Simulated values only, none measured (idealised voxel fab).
Name of the process module below: voxel self aligned vias
Square cell edge 5 nm, section width 275 nm, ID cut.
When this document writes out a cross-section, it uses a grid of square cells and lists it as bands, beginning at the top and moving down, with a band standing for one or more rows of cells. A band entry consists of two parts. The first gives the height of the band's top and the height of its bottom, in nm. The rest lists the band's materials from left to right, each with its width in nm. A single material labelled with the word "everywhere" fills the band from edge to edge, and the word "empty" marks empty space. Heights are expressed relative to 0, this being the level below which the as-received wafer comprises one material exclusively. The lowest band is unbounded in the downward direction and is denoted as in "top 0, no bottom". A width given as "30..40" starts at the first number in the band's top row and ends at the second number in its bottom row, shifting by an equal amount at every step from row to row. No cell of the cross-section changed in a step that is given as "everything unchanged". Voids, enclosed: empty space of 8 cells or more with no open way to the top, each as width x height at its distance from the left edge, in nm. Whatever follows a step's settings on its line is a remark the simulator itself makes about that step. On any step carrying a mask, the "overlay nm" setting, if present on the step's line, tells how far right of its planned place the mask lay; negative values point to the left.

The planned process steps are enumerated hereunder
- 1: op RECEIVE | material Si
- 2: op CONFORMAL_DEP | material SiO2 | thk nm 15
- 3: op CONFORMAL_DEP | material SiCN | thk nm 5
- 4: op DIRECTIONAL_DEP | material SiO2 | thk nm 20
- 5: op PATTERN | tone open | mask id LINES | material resist | width nm 20 | pitch nm 70 | thk nm 15 | overlay nm 0
- 6: op DIRECTIONAL_ETCH | etch materials SiO2 | depth nm 20
- 7: op STRIP | etch materials resist
- 8: op CONFORMAL_DEP | material TiN | thk nm 5
- 9: op FILL_DEP | material W | thk nm 5
- 10: op CMP | height nm 40
- 11: op SELECTIVE_ETCH | etch materials W Ru TiN | depth nm 5
- 12: op FILL_DEP | material SiN | thk nm 5
- 13: op CMP | height nm 40
- 14: op DIRECTIONAL_DEP | material SiO2 | thk nm 15
- 15: op PATTERN | tone open | mask id VIAS | material resist | width nm 40 | pitch nm 140 | thk nm 15 | overlay nm 0
- 16: op DIRECTIONAL_ETCH | etch materials SiO2 | depth nm 15
- 17: op DIRECTIONAL_ETCH | etch materials SiN | depth nm 5
- 18: op STRIP | etch materials resist
- 19: op CONFORMAL_DEP | material TiN | thk nm 5
- 20: op FILL_DEP | material Cu | thk nm 10
- 21: op CMP | height nm 55
- 22: op CONFORMAL_DEP | material SiN | thk nm 5

What follows covers the first of two wafers; it ran as planned

Cross-section of the wafer upon arrival, representing the state reached after step 1
top 0, no bottom | Si everywhere
Voids, enclosed: none

Sectional view: wafer, after step 2
top 15, bottom 0 | SiO2 everywhere
Below 0, no change.

Sectional view: wafer, after step 3
top 20, bottom 15 | SiCN everywhere
Below 15, no change.

Sectional view: wafer, after step 4
top 40, bottom 20 | SiO2 everywhere
Below 20, no change.

Sectional view: wafer, after step 5
top 55, bottom 40 | resist=55 | empty=20 | resist=50 | empty=20 | resist=50 | empty=20 | resist=60
Below 40, no change.

Sectional view: wafer, after step 6
top 55, bottom 40 | resist=55 | empty=20 | resist=50 | empty=20 | resist=50 | empty=20 | resist=60
top 40, bottom 20 | SiO2=55 | empty=20 | SiO2=50 | empty=20 | SiO2=50 | empty=20 | SiO2=60
Below 20, no change.

Sectional view: wafer, after step 7
top 40, bottom 20 | SiO2=55 | empty=20 | SiO2=50 | empty=20 | SiO2=50 | empty=20 | SiO2=60
Below 20, no change.

Sectional view: wafer, after step 8
top 45, bottom 40 | TiN=60 | empty=10 | TiN=60 | empty=10 | TiN=60 | empty=10 | TiN=65
top 40, bottom 25 | SiO2=55 | TiN=5 | empty=10 | TiN=5 | SiO2=50 | TiN=5 | empty=10 | TiN=5 | SiO2=50 | TiN=5 | empty=10 | TiN=5 | SiO2=60
top 25, bottom 20 | SiO2=55 | TiN=20 | SiO2=50 | TiN=20 | SiO2=50 | TiN=20 | SiO2=60
Below 20, no change.

Sectional view: wafer, after step 9
top 50, bottom 45 | W everywhere
top 45, bottom 40 | TiN=60 | W=10 | TiN=60 | W=10 | TiN=60 | W=10 | TiN=65
top 40, bottom 25 | SiO2=55 | TiN=5 | W=10 | TiN=5 | SiO2=50 | TiN=5 | W=10 | TiN=5 | SiO2=50 | TiN=5 | W=10 | TiN=5 | SiO2=60
Below 25, no change.

Sectional view: wafer, after step 10
top 40, bottom 25 | SiO2=55 | TiN=5 | W=10 | TiN=5 | SiO2=50 | TiN=5 | W=10 | TiN=5 | SiO2=50 | TiN=5 | W=10 | TiN=5 | SiO2=60
Below 25, no change.

Sectional view: wafer, after step 11
top 40, bottom 35 | SiO2=55 | empty=20 | SiO2=50 | empty=20 | SiO2=50 | empty=20 | SiO2=60
Below 35, no change.

Sectional view: wafer, after step 12
top 45, bottom 40 | SiN everywhere
top 40, bottom 35 | SiO2=55 | SiN=20 | SiO2=50 | SiN=20 | SiO2=50 | SiN=20 | SiO2=60
Below 35, no change.

Sectional view: wafer, after step 13
top 40, bottom 35 | SiO2=55 | SiN=20 | SiO2=50 | SiN=20 | SiO2=50 | SiN=20 | SiO2=60
Below 35, no change.

Sectional view: wafer, after step 14
top 55, bottom 40 | SiO2 everywhere
Below 40, no change.

Sectional view: wafer, after step 15
top 70, bottom 55 | resist=45 | empty=40 | resist=100 | empty=40 | resist=50
Below 55, no change.

Sectional view: wafer, after step 16
top 70, bottom 55 | resist=45 | empty=40 | resist=100 | empty=40 | resist=50
top 55, bottom 40 | SiO2=45 | empty=40 | SiO2=100 | empty=40 | SiO2=50
Below 40, no change.

Sectional view: wafer, after step 17
top 70, bottom 55 | resist=45 | empty=40 | resist=100 | empty=40 | resist=50
top 55, bottom 40 | SiO2=45 | empty=40 | SiO2=100 | empty=40 | SiO2=50
top 40, bottom 35 | SiO2=55 | empty=20 | SiO2=50 | SiN=20 | SiO2=50 | empty=20 | SiO2=60
Below 35, no change.

Sectional view: wafer, after step 18
top 55, bottom 40 | SiO2=45 | empty=40 | SiO2=100 | empty=40 | SiO2=50
Below 40, no change.

Sectional view: wafer, after step 19
top 60, bottom 55 | TiN=50 | empty=30 | TiN=110 | empty=30 | TiN=55
top 55, bottom 45 | SiO2=45 | TiN=5 | empty=30 | TiN=5 | SiO2=100 | TiN=5 | empty=30 | TiN=5 | SiO2=50
top 45, bottom 40 | SiO2=45 | TiN=15 | empty=10 | TiN=15 | SiO2=100 | TiN=15 | empty=10 | TiN=15 | SiO2=50
top 40, bottom 35 | SiO2=55 | TiN=20 | SiO2=50 | SiN=20 | SiO2=50 | TiN=20 | SiO2=60
Below 35, no change.

Sectional view: wafer, after step 20
top 70, bottom 60 | Cu everywhere
top 60, bottom 55 | TiN=50 | Cu=30 | TiN=110 | Cu=30 | TiN=55
top 55, bottom 45 | SiO2=45 | TiN=5 | Cu=30 | TiN=5 | SiO2=100 | TiN=5 | Cu=30 | TiN=5 | SiO2=50
top 45, bottom 40 | SiO2=45 | TiN=15 | Cu=10 | TiN=15 | SiO2=100 | TiN=15 | Cu=10 | TiN=15 | SiO2=50
Below 40, no change.

Sectional view: wafer, after step 21
top 55, bottom 45 | SiO2=45 | TiN=5 | Cu=30 | TiN=5 | SiO2=100 | TiN=5 | Cu=30 | TiN=5 | SiO2=50
Below 45, no change.

Sectional view: wafer, after step 22
top 60, bottom 55 | SiN everywhere
Below 55, no change.

What follows concerns the second wafer, which started out like the first and was meant to follow the very same plan; one mistake crept in when it was run, but everything up to and including step 10 is the same as for the first wafer

Second wafer, section view, time point: scheduled end of step 11
top 40, bottom 25 | SiO2=55 | empty=20 | SiO2=50 | empty=20 | SiO2=50 | empty=20 | SiO2=60
Below 25, no change.

Second wafer, section view, time point: scheduled end of step 12
top 45, bottom 40 | SiN everywhere
top 40, bottom 25 | SiO2=55 | SiN=20 | SiO2=50 | SiN=20 | SiO2=50 | SiN=20 | SiO2=60
Below 25, no change.

Second wafer, section view, time point: scheduled end of step 13
top 40, bottom 25 | SiO2=55 | SiN=20 | SiO2=50 | SiN=20 | SiO2=50 | SiN=20 | SiO2=60
Below 25, no change.

Second wafer, section view, time point: scheduled end of step 14
top 55, bottom 40 | SiO2 everywhere
Below 40, no change.

Second wafer, section view, time point: scheduled end of step 15
top 70, bottom 55 | resist=45 | empty=40 | resist=100 | empty=40 | resist=50
Below 55, no change.

Second wafer, section view, time point: scheduled end of step 16
top 70, bottom 55 | resist=45 | empty=40 | resist=100 | empty=40 | resist=50
top 55, bottom 40 | SiO2=45 | empty=40 | SiO2=100 | empty=40 | SiO2=50
Below 40, no change.

Second wafer, section view, time point: scheduled end of step 17
top 70, bottom 55 | resist=45 | empty=40 | resist=100 | empty=40 | resist=50
top 55, bottom 40 | SiO2=45 | empty=40 | SiO2=100 | empty=40 | SiO2=50
top 40, bottom 35 | SiO2=55 | empty=20 | SiO2=50 | SiN=20 | SiO2=50 | empty=20 | SiO2=60
Below 35, no change.

Second wafer, section view, time point: scheduled end of step 18
top 55, bottom 40 | SiO2=45 | empty=40 | SiO2=100 | empty=40 | SiO2=50
Below 40, no change.

Second wafer, section view, time point: scheduled end of step 19
top 60, bottom 55 | TiN=50 | empty=30 | TiN=110 | empty=30 | TiN=55
top 55, bottom 45 | SiO2=45 | TiN=5 | empty=30 | TiN=5 | SiO2=100 | TiN=5 | empty=30 | TiN=5 | SiO2=50
top 45, bottom 40 | SiO2=45 | TiN=15 | empty=10 | TiN=15 | SiO2=100 | TiN=15 | empty=10 | TiN=15 | SiO2=50
top 40, bottom 35 | SiO2=55 | TiN=20 | SiO2=50 | SiN=20 | SiO2=50 | TiN=20 | SiO2=60
Below 35, no change.

Second wafer, section view, time point: scheduled end of step 20
top 70, bottom 60 | Cu everywhere
top 60, bottom 55 | TiN=50 | Cu=30 | TiN=110 | Cu=30 | TiN=55
top 55, bottom 45 | SiO2=45 | TiN=5 | Cu=30 | TiN=5 | SiO2=100 | TiN=5 | Cu=30 | TiN=5 | SiO2=50
top 45, bottom 40 | SiO2=45 | TiN=15 | Cu=10 | TiN=15 | SiO2=100 | TiN=15 | Cu=10 | TiN=15 | SiO2=50
Below 40, no change.

Second wafer, section view, time point: scheduled end of step 21
top 55, bottom 45 | SiO2=45 | TiN=5 | Cu=30 | TiN=5 | SiO2=100 | TiN=5 | Cu=30 | TiN=5 | SiO2=50
Below 45, no change.

Second wafer, section view, time point: scheduled end of step 22
top 60, bottom 55 | SiN everywhere
Below 55, no change.
what went wrong: note that step 11 departed from the planned setting and was carried out as op SELECTIVE_ETCH | etch materials W Ru TiN | depth nm 15
End of process, cell counts, second wafer against first, materials with more or fewer: 24 more of SiN, 12 fewer of TiN, 12 fewer of W
